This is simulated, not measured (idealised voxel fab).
process module | voxel transistor to metal
For reference, the cross-section in this document is cut, with width 170 nm and square cells of 5 nm.
Notation: cross-section as square-cell grid; stated in bands, top first, going down; one or more cell rows per band. Top height, bottom height, nm. Materials left to right, width each, nm. Single material + "everywhere" = fills band edge to edge. "empty" = empty. Height reference: 0 = level under which incoming wafer is all one material. Lowest band: no bottom, runs on downward, e.g. "0 nm and below". A width such as "30 to 40" changes by the same amount from each row of cells to the next, from the band's top row to its bottom row. No cell of the cross-section changed in a step that is given as "left unchanged". This entry, "Internal closed voids", enumerates those empty regions of no fewer than 8 cells that possess no open connection to the top. Each region is reported in the form width x height at distance, the distance being taken from the left edge, with all three quantities expressed in nm. Note: text after step settings on the step line = simulator remark on that step. overlay nm: where the mask lay relative to plan, measured to the right, on steps with a mask; negatives go left.

[Process steps (planned)]
1) RECEIVE [material Si]
2) CONFORMAL_DEP [material SiO2] [thk nm 5]
3) CONFORMAL_DEP [material SiN] [thk nm 15]
4) MASKED_ETCH [tone cover] [mask id ACTIVE] [width nm 125] [etch materials SiN] [depth nm 15] [overlay nm 0]
5) MASKED_ETCH [tone cover] [mask id ACTIVE] [width nm 125] [etch materials SiO2] [depth nm 5] [overlay nm 0]
6) MASKED_ETCH [tone cover] [mask id ACTIVE] [width nm 125] [etch materials Si] [depth nm 35] [overlay nm 0]
7) FILL_DEP [material SiO2] [thk nm 10]
8) CMP [height nm 20]
9) SELECTIVE_ETCH [etch materials SiO2] [depth nm 10]
10) STRIP [etch materials SiN]
11) SELECTIVE_ETCH [etch materials SiO2] [depth nm 5]
12) OXIDIZE [depth nm 5]
13) DIRECTIONAL_DEP [material polySi] [thk nm 20]
14) DIRECTIONAL_DEP [material SiCN] [thk nm 10]
15) PATTERN [tone cover] [mask id GATE] [material resist] [width nm 25] [thk nm 20] [overlay nm 0]
16) DIRECTIONAL_ETCH [etch materials SiCN] [depth nm 20]
17) DIRECTIONAL_ETCH [etch materials polySi] [depth nm 30]
18) STRIP [etch materials resist]
19) CONFORMAL_DEP [material SiO2] [thk nm 5]
20) DIRECTIONAL_ETCH [etch materials SiO2] [depth nm 5]
21) CONFORMAL_DEP [material SiN] [thk nm 10]
22) DIRECTIONAL_ETCH [etch materials SiN] [depth nm 10]
23) DIRECTIONAL_ETCH [etch materials SiO2] [depth nm 5]
24) DIRECTIONAL_ETCH [etch materials Si] [depth nm 10]
25) EPI [material pSi] [thk nm 15]
26) FILL_DEP [material SiO2] [thk nm 5]
27) CMP [height nm 30]
28) DIRECTIONAL_DEP [material SiO2] [thk nm 10]
29) MASKED_ETCH [tone open] [mask id CONTACT] [width nm 35] [pitch nm 70] [etch materials SiO2] [depth nm 30] [overlay nm 0]
30) CONFORMAL_DEP [material TiN] [thk nm 5]
31) FILL_DEP [material W] [thk nm 5]
32) CMP [height nm 40]
33) CONFORMAL_DEP [material SiCN] [thk nm 5]
34) DIRECTIONAL_DEP [material SiO2] [thk nm 20]
35) DIRECTIONAL_DEP [material aC] [thk nm 10]
36) PATTERN [tone open] [mask id METAL_1] [material resist] [width nm 20] [pitch nm 85] [thk nm 25] [overlay nm 0]
37) DIRECTIONAL_ETCH [etch materials aC] [depth nm 10]
38) STRIP [etch materials resist]
39) DIRECTIONAL_ETCH [etch materials SiO2] [depth nm 20]
40) DIRECTIONAL_ETCH [etch materials SiCN] [depth nm 5]
41) STRIP [etch materials aC]
42) CONFORMAL_DEP [material TiN] [thk nm 5]
43) FILL_DEP [material Cu] [thk nm 10]
44) CMP [height nm 65]
45) CONFORMAL_DEP [material SiCN] [thk nm 5]

[First of two wafers - as planned]

[as received, after step 1]
	0 nm and below = Si everywhere
	Internal closed voids: none

[after step 2]
	5 nm to 0 nm = SiO2 everywhere
	Everything below 0 is unchanged.

[after step 3]
	20 nm to 5 nm = SiN everywhere
	Everything below 5 is unchanged.

[after step 4]
	20 nm to 5 nm = empty 20 / SiN 125 / empty 25
	Everything below 5 is unchanged.

[after step 5]
	20 nm to 5 nm = empty 20 / SiN 125 / empty 25
	5 nm to 0 nm = empty 20 / SiO2 125 / empty 25
	Everything below 0 is unchanged.

[after step 6]
	20 nm to 5 nm = empty 20 / SiN 125 / empty 25
	5 nm to 0 nm = empty 20 / SiO2 125 / empty 25
	0 nm to -35 nm = empty 20 / Si 125 / empty 25
	Everything below -35 is unchanged.

[after step 7]
	30 nm to 20 nm = SiO2 everywhere
	20 nm to 5 nm = SiO2 20 / SiN 125 / SiO2 25
	5 nm to 0 nm = SiO2 everywhere
	0 nm to -35 nm = SiO2 20 / Si 125 / SiO2 25
	Everything below -35 is unchanged.

[after step 8]
	20 nm to 5 nm = SiO2 20 / SiN 125 / SiO2 25
	Everything below 5 is unchanged.

[after step 9]
	20 nm to 10 nm = empty 20 / SiN 125 / empty 25
	Everything below 10 is unchanged.

[after step 10]
	10 nm to 5 nm = SiO2 20 / empty 125 / SiO2 25
	Everything below 5 is unchanged.

[after step 11]
	5 nm to 0 nm = SiO2 15 / empty 135 / SiO2 20
	Everything below 0 is unchanged.

[after step 12]
	5 nm to 0 nm = SiO2 15 / empty 135 / SiO2 20
	0 nm to -5 nm = SiO2 everywhere
	Everything below -5 is unchanged.

[after step 13]
	25 nm to 20 nm = polySi 15 / empty 135 / polySi 20
	20 nm to 5 nm = polySi everywhere
	5 nm to 0 nm = SiO2 15 / polySi 135 / SiO2 20
	Everything below 0 is unchanged.

[after step 14]
	35 nm to 30 nm = SiCN 15 / empty 135 / SiCN 20
	30 nm to 25 nm = SiCN everywhere
	25 nm to 20 nm = polySi 15 / SiCN 135 / polySi 20
	Everything below 20 is unchanged.

[after step 15]
	55 nm to 35 nm = empty 70 / resist 25 / empty 75
	35 nm to 30 nm = SiCN 15 / empty 55 / resist 25 / empty 55 / SiCN 20
	Everything below 30 is unchanged.

[after step 16]
	55 nm to 30 nm = empty 70 / resist 25 / empty 75
	30 nm to 25 nm = empty 70 / SiCN 25 / empty 75
	25 nm to 20 nm = polySi 15 / empty 55 / SiCN 25 / empty 55 / polySi 20
	Everything below 20 is unchanged.

[after step 17]
	55 nm to 30 nm = empty 70 / resist 25 / empty 75
	30 nm to 20 nm = empty 70 / SiCN 25 / empty 75
	20 nm to 5 nm = empty 70 / polySi 25 / empty 75
	5 nm to 0 nm = SiO2 15 / empty 55 / polySi 25 / empty 55 / SiO2 20
	Everything below 0 is unchanged.

[after step 18]
	30 nm to 20 nm = empty 70 / SiCN 25 / empty 75
	Everything below 20 is unchanged.

[after step 19]
	35 nm to 30 nm = empty 65 / SiO2 35 / empty 70
	30 nm to 20 nm = empty 65 / SiO2 5 / SiCN 25 / SiO2 5 / empty 70
	20 nm to 10 nm = empty 65 / SiO2 5 / polySi 25 / SiO2 5 / empty 70
	10 nm to 5 nm = SiO2 20 / empty 45 / SiO2 5 / polySi 25 / SiO2 5 / empty 45 / SiO2 25
	5 nm to 0 nm = SiO2 70 / polySi 25 / SiO2 75
	Everything below 0 is unchanged.

[after step 20]
	30 nm to 20 nm = empty 65 / SiO2 5 / SiCN 25 / SiO2 5 / empty 70
	20 nm to 5 nm = empty 65 / SiO2 5 / polySi 25 / SiO2 5 / empty 70
	5 nm to 0 nm = SiO2 20 / empty 45 / SiO2 5 / polySi 25 / SiO2 5 / empty 45 / SiO2 25
	Everything below 0 is unchanged.

[after step 21]
	40 nm to 30 nm = empty 55 / SiN 55 / empty 60
	30 nm to 20 nm = empty 55 / SiN 10 / SiO2 5 / SiCN 25 / SiO2 5 / SiN 10 / empty 60
	20 nm to 15 nm = empty 55 / SiN 10 / SiO2 5 / polySi 25 / SiO2 5 / SiN 10 / empty 60
	15 nm to 10 nm = SiN 30 / empty 25 / SiN 10 / SiO2 5 / polySi 25 / SiO2 5 / SiN 10 / empty 25 / SiN 35
	10 nm to 5 nm = SiN 65 / SiO2 5 / polySi 25 / SiO2 5 / SiN 70
	5 nm to 0 nm = SiO2 20 / SiN 45 / SiO2 5 / polySi 25 / SiO2 5 / SiN 45 / SiO2 25
	Everything below 0 is unchanged.

[after step 22]
	30 nm to 20 nm = empty 55 / SiN 10 / SiO2 5 / SiCN 25 / SiO2 5 / SiN 10 / empty 60
	20 nm to 5 nm = empty 55 / SiN 10 / SiO2 5 / polySi 25 / SiO2 5 / SiN 10 / empty 60
	5 nm to 0 nm = SiO2 20 / SiN 10 / empty 25 / SiN 10 / SiO2 5 / polySi 25 / SiO2 5 / SiN 10 / empty 25 / SiN 10 / SiO2 25
	Everything below 0 is unchanged.

[after step 23]
	30 nm to 25 nm = empty 55 / SiN 10 / empty 5 / SiCN 25 / empty 5 / SiN 10 / empty 60
	25 nm to 20 nm = empty 55 / SiN 10 / SiO2 5 / SiCN 25 / SiO2 5 / SiN 10 / empty 60
	20 nm to 5 nm = empty 55 / SiN 10 / SiO2 5 / polySi 25 / SiO2 5 / SiN 10 / empty 60
	5 nm to 0 nm = empty 20 / SiN 10 / empty 25 / SiN 10 / SiO2 5 / polySi 25 / SiO2 5 / SiN 10 / empty 25 / SiN 10 / empty 25
	0 nm to -5 nm = SiO2 30 / empty 25 / SiO2 55 / empty 25 / SiO2 35
	Everything below -5 is unchanged.

[after step 24]
	30 nm to 25 nm = empty 55 / SiN 10 / empty 5 / SiCN 25 / empty 5 / SiN 10 / empty 60
	25 nm to 20 nm = empty 55 / SiN 10 / SiO2 5 / SiCN 25 / SiO2 5 / SiN 10 / empty 60
	20 nm to 5 nm = empty 55 / SiN 10 / SiO2 5 / polySi 25 / SiO2 5 / SiN 10 / empty 60
	5 nm to 0 nm = empty 20 / SiN 10 / empty 25 / SiN 10 / SiO2 5 / polySi 25 / SiO2 5 / SiN 10 / empty 25 / SiN 10 / empty 25
	0 nm to -5 nm = SiO2 30 / empty 25 / SiO2 55 / empty 25 / SiO2 35
	-5 nm to -15 nm = SiO2 20 / Si 10 / empty 25 / Si 55 / empty 25 / Si 10 / SiO2 25
	Everything below -15 is unchanged.

[after step 25]
	30 nm to 25 nm = empty 55 / SiN 10 / empty 5 / SiCN 25 / empty 5 / SiN 10 / empty 60
	25 nm to 20 nm = empty 55 / SiN 10 / SiO2 5 / SiCN 25 / SiO2 5 / SiN 10 / empty 60
	20 nm to 10 nm = empty 55 / SiN 10 / SiO2 5 / polySi 25 / SiO2 5 / SiN 10 / empty 60
	10 nm to 5 nm = empty 25 / pSi 30 / SiN 10 / SiO2 5 / polySi 25 / SiO2 5 / SiN 10 / pSi 30 / empty 30
	5 nm to 0 nm = empty 20 / SiN 10 / pSi 25 / SiN 10 / SiO2 5 / polySi 25 / SiO2 5 / SiN 10 / pSi 25 / SiN 10 / empty 25
	0 nm to -5 nm = SiO2 30 / pSi 25 / SiO2 55 / pSi 25 / SiO2 35
	-5 nm to -15 nm = SiO2 20 / Si 10 / pSi 25 / Si 55 / pSi 25 / Si 10 / SiO2 25
	Everything below -15 is unchanged.

[after step 26]
	35 nm to 30 nm = SiO2 everywhere
	30 nm to 20 nm = SiO2 55 / SiN 10 / SiO2 5 / SiCN 25 / SiO2 5 / SiN 10 / SiO2 60
	20 nm to 10 nm = SiO2 55 / SiN 10 / SiO2 5 / polySi 25 / SiO2 5 / SiN 10 / SiO2 60
	10 nm to 5 nm = SiO2 25 / pSi 30 / SiN 10 / SiO2 5 / polySi 25 / SiO2 5 / SiN 10 / pSi 30 / SiO2 30
	5 nm to 0 nm = SiO2 20 / SiN 10 / pSi 25 / SiN 10 / SiO2 5 / polySi 25 / SiO2 5 / SiN 10 / pSi 25 / SiN 10 / SiO2 25
	Everything below 0 is unchanged.

[after step 27]
	30 nm to 20 nm = SiO2 55 / SiN 10 / SiO2 5 / SiCN 25 / SiO2 5 / SiN 10 / SiO2 60
	Everything below 20 is unchanged.

[after step 28]
	40 nm to 30 nm = SiO2 everywhere
	Everything below 30 is unchanged.

[after step 29]
	40 nm to 30 nm = SiO2 30 / empty 35 / SiO2 35 / empty 35 / SiO2 35
	30 nm to 20 nm = SiO2 30 / empty 25 / SiN 10 / SiO2 5 / SiCN 25 / SiO2 5 / SiN 10 / empty 25 / SiO2 35
	20 nm to 10 nm = SiO2 30 / empty 25 / SiN 10 / SiO2 5 / polySi 25 / SiO2 5 / SiN 10 / empty 25 / SiO2 35
	Everything below 10 is unchanged.

[after step 30]
	45 nm to 40 nm = TiN 35 / empty 25 / TiN 45 / empty 25 / TiN 40
	40 nm to 30 nm = SiO2 30 / TiN 5 / empty 25 to 15 / TiN 5 to 15 / SiO2 35 / TiN 5 to 15 / empty 25 to 15 / TiN 5 / SiO2 35
	30 nm to 20 nm = SiO2 30 / TiN 5 / empty 15 / TiN 5 / SiN 10 / SiO2 5 / SiCN 25 / SiO2 5 / SiN 10 / TiN 5 / empty 15 / TiN 5 / SiO2 35
	20 nm to 15 nm = SiO2 30 / TiN 5 / empty 15 / TiN 5 / SiN 10 / SiO2 5 / polySi 25 / SiO2 5 / SiN 10 / TiN 5 / empty 15 / TiN 5 / SiO2 35
	15 nm to 10 nm = SiO2 30 / TiN 25 / SiN 10 / SiO2 5 / polySi 25 / SiO2 5 / SiN 10 / TiN 25 / SiO2 35
	Everything below 10 is unchanged.

[after step 31]
	50 nm to 45 nm = W everywhere
	45 nm to 40 nm = TiN 35 / W 25 / TiN 45 / W 25 / TiN 40
	40 nm to 30 nm = SiO2 30 / TiN 5 / W 25 to 15 / TiN 5 to 15 / SiO2 35 / TiN 5 to 15 / W 25 to 15 / TiN 5 / SiO2 35
	30 nm to 20 nm = SiO2 30 / TiN 5 / W 15 / TiN 5 / SiN 10 / SiO2 5 / SiCN 25 / SiO2 5 / SiN 10 / TiN 5 / W 15 / TiN 5 / SiO2 35
	20 nm to 15 nm = SiO2 30 / TiN 5 / W 15 / TiN 5 / SiN 10 / SiO2 5 / polySi 25 / SiO2 5 / SiN 10 / TiN 5 / W 15 / TiN 5 / SiO2 35
	Everything below 15 is unchanged.

[after step 32]
	40 nm to 30 nm = SiO2 30 / TiN 5 / W 25 to 15 / TiN 5 to 15 / SiO2 35 / TiN 5 to 15 / W 25 to 15 / TiN 5 / SiO2 35
	Everything below 30 is unchanged.

[after step 33]
	45 nm to 40 nm = SiCN everywhere
	Everything below 40 is unchanged.

[after step 34]
	65 nm to 45 nm = SiO2 everywhere
	Everything below 45 is unchanged.

[after step 35]
	75 nm to 65 nm = aC everywhere
	Everything below 65 is unchanged.

[after step 36]
	100 nm to 75 nm = resist 30 / empty 20 / resist 65 / empty 20 / resist 35
	Everything below 75 is unchanged.

[after step 37]
	90 nm to 75 nm = resist 30 / empty 20 / resist 65 / empty 20 / resist 35
	75 nm to 65 nm = aC 30 / empty 20 / aC 65 / empty 20 / aC 35
	Everything below 65 is unchanged.

[after step 38]
	75 nm to 65 nm = aC 30 / empty 20 / aC 65 / empty 20 / aC 35
	Everything below 65 is unchanged.

[after step 39]
	75 nm to 65 nm = aC 30 / empty 20 / aC 65 / empty 20 / aC 35
	65 nm to 45 nm = SiO2 30 / empty 20 / SiO2 65 / empty 20 / SiO2 35
	Everything below 45 is unchanged.

[after step 40]
	75 nm to 65 nm = aC 30 / empty 20 / aC 65 / empty 20 / aC 35
	65 nm to 45 nm = SiO2 30 / empty 20 / SiO2 65 / empty 20 / SiO2 35
	45 nm to 40 nm = SiCN 30 / empty 20 / SiCN 65 / empty 20 / SiCN 35
	Everything below 40 is unchanged.

[after step 41]
	65 nm to 45 nm = SiO2 30 / empty 20 / SiO2 65 / empty 20 / SiO2 35
	Everything below 45 is unchanged.

[after step 42]
	70 nm to 65 nm = TiN 35 / empty 10 / TiN 75 / empty 10 / TiN 40
	65 nm to 45 nm = SiO2 30 / TiN 5 / empty 10 / TiN 5 / SiO2 65 / TiN 5 / empty 10 / TiN 5 / SiO2 35
	45 nm to 40 nm = SiCN 30 / TiN 20 / SiCN 65 / TiN 20 / SiCN 35
	Everything below 40 is unchanged.

[after step 43]
	80 nm to 70 nm = Cu everywhere
	70 nm to 65 nm = TiN 35 / Cu 10 / TiN 75 / Cu 10 / TiN 40
	65 nm to 45 nm = SiO2 30 / TiN 5 / Cu 10 / TiN 5 / SiO2 65 / TiN 5 / Cu 10 / TiN 5 / SiO2 35
	Everything below 45 is unchanged.

[after step 44]
	65 nm to 45 nm = SiO2 30 / TiN 5 / Cu 10 / TiN 5 / SiO2 65 / TiN 5 / Cu 10 / TiN 5 / SiO2 35
	Everything below 45 is unchanged.

[after step 45]
	70 nm to 65 nm = SiCN everywhere
	Everything below 65 is unchanged.

[Second wafer, same starting conditions and recipe as the first, one mistake in executing it, nothing differs from the first up to and including step 35]

[Second wafer shown in cross-section at the time step 36 was slated to end]
	100 nm to 75 nm = resist 35 / empty 20 / resist 65 / empty 20 / resist 30
	Everything below 75 is unchanged.

[Second wafer shown in cross-section at the time step 37 was slated to end]
	90 nm to 75 nm = resist 35 / empty 20 / resist 65 / empty 20 / resist 30
	75 nm to 65 nm = aC 35 / empty 20 / aC 65 / empty 20 / aC 30
	Everything below 65 is unchanged.

[Second wafer shown in cross-section at the time step 38 was slated to end]
	75 nm to 65 nm = aC 35 / empty 20 / aC 65 / empty 20 / aC 30
	Everything below 65 is unchanged.

[Second wafer shown in cross-section at the time step 39 was slated to end]
	75 nm to 65 nm = aC 35 / empty 20 / aC 65 / empty 20 / aC 30
	65 nm to 45 nm = SiO2 35 / empty 20 / SiO2 65 / empty 20 / SiO2 30
	Everything below 45 is unchanged.

[Second wafer shown in cross-section at the time step 40 was slated to end]
	75 nm to 65 nm = aC 35 / empty 20 / aC 65 / empty 20 / aC 30
	65 nm to 45 nm = SiO2 35 / empty 20 / SiO2 65 / empty 20 / SiO2 30
	45 nm to 40 nm = SiCN 35 / empty 20 / SiCN 65 / empty 20 / SiCN 30
	Everything below 40 is unchanged.

[Second wafer shown in cross-section at the time step 41 was slated to end]
	65 nm to 45 nm = SiO2 35 / empty 20 / SiO2 65 / empty 20 / SiO2 30
	Everything below 45 is unchanged.

[Second wafer shown in cross-section at the time step 42 was slated to end]
	70 nm to 65 nm = TiN 40 / empty 10 / TiN 75 / empty 10 / TiN 35
	65 nm to 45 nm = SiO2 35 / TiN 5 / empty 10 / TiN 5 / SiO2 65 / TiN 5 / empty 10 / TiN 5 / SiO2 30
	45 nm to 40 nm = SiCN 35 / TiN 20 / SiCN 65 / TiN 20 / SiCN 30
	Everything below 40 is unchanged.

[Second wafer shown in cross-section at the time step 43 was slated to end]
	80 nm to 70 nm = Cu everywhere
	70 nm to 65 nm = TiN 40 / Cu 10 / TiN 75 / Cu 10 / TiN 35
	65 nm to 45 nm = SiO2 35 / TiN 5 / Cu 10 / TiN 5 / SiO2 65 / TiN 5 / Cu 10 / TiN 5 / SiO2 30
	Everything below 45 is unchanged.

[Second wafer shown in cross-section at the time step 44 was slated to end]
	65 nm to 45 nm = SiO2 35 / TiN 5 / Cu 10 / TiN 5 / SiO2 65 / TiN 5 / Cu 10 / TiN 5 / SiO2 30
	Everything below 45 is unchanged.

[Second wafer shown in cross-section at the time step 45 was slated to end]
	70 nm to 65 nm = SiCN everywhere
	Everything below 65 is unchanged.
Deviation noted in wafer processing: the process deviated at step 36: the operation and settings actually run there were PATTERN [tone open] [mask id METAL_1] [material resist] [width nm 20] [pitch nm 85] [thk nm 25] [overlay nm 5]
At the end, each material covers as many cells on the second wafer as it does on the first, though the cells it covers are elsewhere.
